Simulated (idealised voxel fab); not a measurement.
The process module that follows is named voxel self aligned vias.
The cross-section shown here is cut; it is 300 nm wide and divided into square cells measuring 5 nm on a side.
Cross-sections here: square-cell grids, written as top-down lists of bands, a band being one or more rows of cells. The band entry comprises the height of the band's top followed by the height of its bottom, expressed in nm, and subsequently the band's materials from left to right, each stated together with its width in nm. Where a single material is marked with the word "edge to edge", that material fills the band from edge to edge. The word "blank" represents empty space. Note: height 0 marks the level under which the wafer is uniformly one material as received. Lowest band unbounded below, written "from 0 down". A width given as "30 to 40" starts at the first number in the band's top row and ends at the second number in its bottom row, shifting by an equal amount at every step from row to row. "all unchanged" -> step changed no cross-section cell. The entry titled "Unvented internal voids" provides the empty spaces that have no open way to the top, restricted to those of 8 cells or more. Each is presented as width x height at distance, the distance being measured from the left edge, with all three in nm. Heads up: the bit after the settings on a step's line is the simulator's remark on that step. overlay nm: for a step with a mask, the amount by which the mask lay right of where it was planned; a negative amount means left of it.
These are the steps we planned for the process:
- 1: RECEIVE,material Si
- 2: CONFORMAL_DEP,material SiO2,thk nm 10
- 3: CONFORMAL_DEP,material SiCN,thk nm 5
- 4: DIRECTIONAL_DEP,material lowk,thk nm 30
- 5: MASKED_ETCH,tone open,mask id LINES,width nm 20,pitch nm 70,etch materials lowk,depth nm 30,overlay nm 0
- 6: CONFORMAL_DEP,material TiN,thk nm 5
- 7: FILL_DEP,material Ru,thk nm 10
- 8: CMP,height nm 45
- 9: SELECTIVE_ETCH,etch materials W Ru TiN,depth nm 10
- 10: FILL_DEP,material SiN,thk nm 5
- 11: CMP,height nm 45
- 12: DIRECTIONAL_DEP,material lowk,thk nm 20
- 13: DIRECTIONAL_DEP,material aC,thk nm 15
- 14: PATTERN,tone open,mask id VIAS,material resist,width nm 40,pitch nm 140,thk nm 30,overlay nm 0
- 15: DIRECTIONAL_ETCH,etch materials aC,depth nm 15
- 16: STRIP,etch materials resist
- 17: DIRECTIONAL_ETCH,etch materials lowk,depth nm 20
- 18: DIRECTIONAL_ETCH,etch materials SiN,depth nm 10
- 19: STRIP,etch materials aC
- 20: CONFORMAL_DEP,material TiN,thk nm 5
- 21: FILL_DEP,material Cu,thk nm 5
- 22: CMP,height nm 65
- 23: CONFORMAL_DEP,material SiCN,thk nm 5
Below: the first of two wafers, run as planned:
Received-state cross-section, reflecting completion of step 1:
> from 0 down  Si edge to edge
> Unvented internal voids: none
State of the wafer after step 2, shown in cross-section:
> from 10 to 0  SiO2 edge to edge
> Heights below 0 show no change.
State of the wafer after step 3, shown in cross-section:
> from 15 to 10  SiCN edge to edge
> Heights below 10 show no change.
State of the wafer after step 4, shown in cross-section:
> from 45 to 15  lowk edge to edge
> Heights below 15 show no change.
State of the wafer after step 5, shown in cross-section:
> from 45 to 15  lowk: 70 / blank: 20 / lowk: 50 / blank: 20 / lowk: 50 / blank: 20 / lowk: 70
> Heights below 15 show no change.
State of the wafer after step 6, shown in cross-section:
> from 50 to 45  TiN: 75 / blank: 10 / TiN: 60 / blank: 10 / TiN: 60 / blank: 10 / TiN: 75
> from 45 to 20  lowk: 70 / TiN: 5 / blank: 10 / TiN: 5 / lowk: 50 / TiN: 5 / blank: 10 / TiN: 5 / lowk: 50 / TiN: 5 / blank: 10 / TiN: 5 / lowk: 70
> from 20 to 15  lowk: 70 / TiN: 20 / lowk: 50 / TiN: 20 / lowk: 50 / TiN: 20 / lowk: 70
> Heights below 15 show no change.
State of the wafer after step 7, shown in cross-section:
> from 60 to 50  Ru edge to edge
> from 50 to 45  TiN: 75 / Ru: 10 / TiN: 60 / Ru: 10 / TiN: 60 / Ru: 10 / TiN: 75
> from 45 to 20  lowk: 70 / TiN: 5 / Ru: 10 / TiN: 5 / lowk: 50 / TiN: 5 / Ru: 10 / TiN: 5 / lowk: 50 / TiN: 5 / Ru: 10 / TiN: 5 / lowk: 70
> Heights below 20 show no change.
State of the wafer after step 8, shown in cross-section:
> from 45 to 20  lowk: 70 / TiN: 5 / Ru: 10 / TiN: 5 / lowk: 50 / TiN: 5 / Ru: 10 / TiN: 5 / lowk: 50 / TiN: 5 / Ru: 10 / TiN: 5 / lowk: 70
> Heights below 20 show no change.
State of the wafer after step 9, shown in cross-section:
> from 45 to 35  lowk: 70 / blank: 20 / lowk: 50 / blank: 20 / lowk: 50 / blank: 20 / lowk: 70
> Heights below 35 show no change.
State of the wafer after step 10, shown in cross-section:
> from 50 to 45  SiN edge to edge
> from 45 to 35  lowk: 70 / SiN: 20 / lowk: 50 / SiN: 20 / lowk: 50 / SiN: 20 / lowk: 70
> Heights below 35 show no change.
State of the wafer after step 11, shown in cross-section:
> from 45 to 35  lowk: 70 / SiN: 20 / lowk: 50 / SiN: 20 / lowk: 50 / SiN: 20 / lowk: 70
> Heights below 35 show no change.
State of the wafer after step 12, shown in cross-section:
> from 65 to 45  lowk edge to edge
> Heights below 45 show no change.
State of the wafer after step 13, shown in cross-section:
> from 80 to 65  aC edge to edge
> Heights below 65 show no change.
State of the wafer after step 14, shown in cross-section:
> from 110 to 80  resist: 60 / blank: 40 / resist: 100 / blank: 40 / resist: 60
> Heights below 80 show no change.
State of the wafer after step 15, shown in cross-section:
> from 95 to 80  resist: 60 / blank: 40 / resist: 100 / blank: 40 / resist: 60
> from 80 to 65  aC: 60 / blank: 40 / aC: 100 / blank: 40 / aC: 60
> Heights below 65 show no change.
State of the wafer after step 16, shown in cross-section:
> from 80 to 65  aC: 60 / blank: 40 / aC: 100 / blank: 40 / aC: 60
> Heights below 65 show no change.
State of the wafer after step 17, shown in cross-section:
> from 80 to 65  aC: 60 / blank: 40 / aC: 100 / blank: 40 / aC: 60
> from 65 to 45  lowk: 60 / blank: 40 / lowk: 100 / blank: 40 / lowk: 60
> Heights below 45 show no change.
State of the wafer after step 18, shown in cross-section:
> from 80 to 65  aC: 60 / blank: 40 / aC: 100 / blank: 40 / aC: 60
> from 65 to 45  lowk: 60 / blank: 40 / lowk: 100 / blank: 40 / lowk: 60
> from 45 to 35  lowk: 70 / blank: 20 / lowk: 50 / SiN: 20 / lowk: 50 / blank: 20 / lowk: 70
> Heights below 35 show no change.
State of the wafer after step 19, shown in cross-section:
> from 65 to 45  lowk: 60 / blank: 40 / lowk: 100 / blank: 40 / lowk: 60
> Heights below 45 show no change.
State of the wafer after step 20, shown in cross-section:
> from 70 to 65  TiN: 65 / blank: 30 / TiN: 110 / blank: 30 / TiN: 65
> from 65 to 50  lowk: 60 / TiN: 5 / blank: 30 / TiN: 5 / lowk: 100 / TiN: 5 / blank: 30 / TiN: 5 / lowk: 60
> from 50 to 45  lowk: 60 / TiN: 15 / blank: 10 / TiN: 15 / lowk: 100 / TiN: 15 / blank: 10 / TiN: 15 / lowk: 60
> from 45 to 40  lowk: 70 / TiN: 5 / blank: 10 / TiN: 5 / lowk: 50 / SiN: 20 / lowk: 50 / TiN: 5 / blank: 10 / TiN: 5 / lowk: 70
> from 40 to 35  lowk: 70 / TiN: 20 / lowk: 50 / SiN: 20 / lowk: 50 / TiN: 20 / lowk: 70
> Heights below 35 show no change.
State of the wafer after step 21, shown in cross-section:
> from 75 to 70  Cu edge to edge
> from 70 to 65  TiN: 65 / Cu: 30 / TiN: 110 / Cu: 30 / TiN: 65
> from 65 to 50  lowk: 60 / TiN: 5 / Cu: 30 / TiN: 5 / lowk: 100 / TiN: 5 / Cu: 30 / TiN: 5 / lowk: 60
> from 50 to 45  lowk: 60 / TiN: 15 / Cu: 10 / TiN: 15 / lowk: 100 / TiN: 15 / Cu: 10 / TiN: 15 / lowk: 60
> from 45 to 40  lowk: 70 / TiN: 5 / Cu: 10 / TiN: 5 / lowk: 50 / SiN: 20 / lowk: 50 / TiN: 5 / Cu: 10 / TiN: 5 / lowk: 70
> Heights below 40 show no change.
State of the wafer after step 22, shown in cross-section:
> from 65 to 50  lowk: 60 / TiN: 5 / Cu: 30 / TiN: 5 / lowk: 100 / TiN: 5 / Cu: 30 / TiN: 5 / lowk: 60
> Heights below 50 show no change.
State of the wafer after step 23, shown in cross-section:
> from 70 to 65  SiCN edge to edge
> Heights below 65 show no change.
What follows concerns the second wafer, which started out like the first and was meant to follow the very same plan; one mistake crept in when it was run, but everything up to and including step 13 is the same as for the first wafer:
The second wafer cut through, at the time step 14 was supposed to be finished:
> from 110 to 80  resist: 50 / blank: 40 / resist: 100 / blank: 40 / resist: 70
> Heights below 80 show no change.
The second wafer cut through, at the time step 15 was supposed to be finished:
> from 95 to 80  resist: 50 / blank: 40 / resist: 100 / blank: 40 / resist: 70
> from 80 to 65  aC: 50 / blank: 40 / aC: 100 / blank: 40 / aC: 70
> Heights below 65 show no change.
The second wafer cut through, at the time step 16 was supposed to be finished:
> from 80 to 65  aC: 50 / blank: 40 / aC: 100 / blank: 40 / aC: 70
> Heights below 65 show no change.
The second wafer cut through, at the time step 17 was supposed to be finished:
> from 80 to 65  aC: 50 / blank: 40 / aC: 100 / blank: 40 / aC: 70
> from 65 to 45  lowk: 50 / blank: 40 / lowk: 100 / blank: 40 / lowk: 70
> Heights below 45 show no change.
The second wafer cut through, at the time step 18 was supposed to be finished:
> from 80 to 65  aC: 50 / blank: 40 / aC: 100 / blank: 40 / aC: 70
> from 65 to 45  lowk: 50 / blank: 40 / lowk: 100 / blank: 40 / lowk: 70
> from 45 to 35  lowk: 70 / blank: 20 / lowk: 50 / SiN: 20 / lowk: 50 / blank: 20 / lowk: 70
> Heights below 35 show no change.
The second wafer cut through, at the time step 19 was supposed to be finished:
> from 65 to 45  lowk: 50 / blank: 40 / lowk: 100 / blank: 40 / lowk: 70
> Heights below 45 show no change.
The second wafer cut through, at the time step 20 was supposed to be finished:
> from 70 to 65  TiN: 55 / blank: 30 / TiN: 110 / blank: 30 / TiN: 75
> from 65 to 50  lowk: 50 / TiN: 5 / blank: 30 / TiN: 5 / lowk: 100 / TiN: 5 / blank: 30 / TiN: 5 / lowk: 70
> from 50 to 45  lowk: 50 / TiN: 25 / blank: 10 / TiN: 5 / lowk: 100 / TiN: 25 / blank: 10 / TiN: 5 / lowk: 70
> from 45 to 40  lowk: 70 / TiN: 5 / blank: 10 / TiN: 5 / lowk: 50 / SiN: 20 / lowk: 50 / TiN: 5 / blank: 10 / TiN: 5 / lowk: 70
> from 40 to 35  lowk: 70 / TiN: 20 / lowk: 50 / SiN: 20 / lowk: 50 / TiN: 20 / lowk: 70
> Heights below 35 show no change.
The second wafer cut through, at the time step 21 was supposed to be finished:
> from 75 to 70  Cu edge to edge
> from 70 to 65  TiN: 55 / Cu: 30 / TiN: 110 / Cu: 30 / TiN: 75
> from 65 to 50  lowk: 50 / TiN: 5 / Cu: 30 / TiN: 5 / lowk: 100 / TiN: 5 / Cu: 30 / TiN: 5 / lowk: 70
> from 50 to 45  lowk: 50 / TiN: 25 / Cu: 10 / TiN: 5 / lowk: 100 / TiN: 25 / Cu: 10 / TiN: 5 / lowk: 70
> from 45 to 40  lowk: 70 / TiN: 5 / Cu: 10 / TiN: 5 / lowk: 50 / SiN: 20 / lowk: 50 / TiN: 5 / Cu: 10 / TiN: 5 / lowk: 70
> Heights below 40 show no change.
The second wafer cut through, at the time step 22 was supposed to be finished:
> from 65 to 50  lowk: 50 / TiN: 5 / Cu: 30 / TiN: 5 / lowk: 100 / TiN: 5 / Cu: 30 / TiN: 5 / lowk: 70
> Heights below 50 show no change.
The second wafer cut through, at the time step 23 was supposed to be finished:
> from 70 to 65  SiCN edge to edge
> Heights below 65 show no change.
Run error: for step 14, the planned setting was not used; the step was instead run as PATTERN,tone open,mask id VIAS,material resist,width nm 40,pitch nm 140,thk nm 30,overlay nm -10
At the close, every material occupies the same number of cells on the second wafer as on the first, only in different positions.
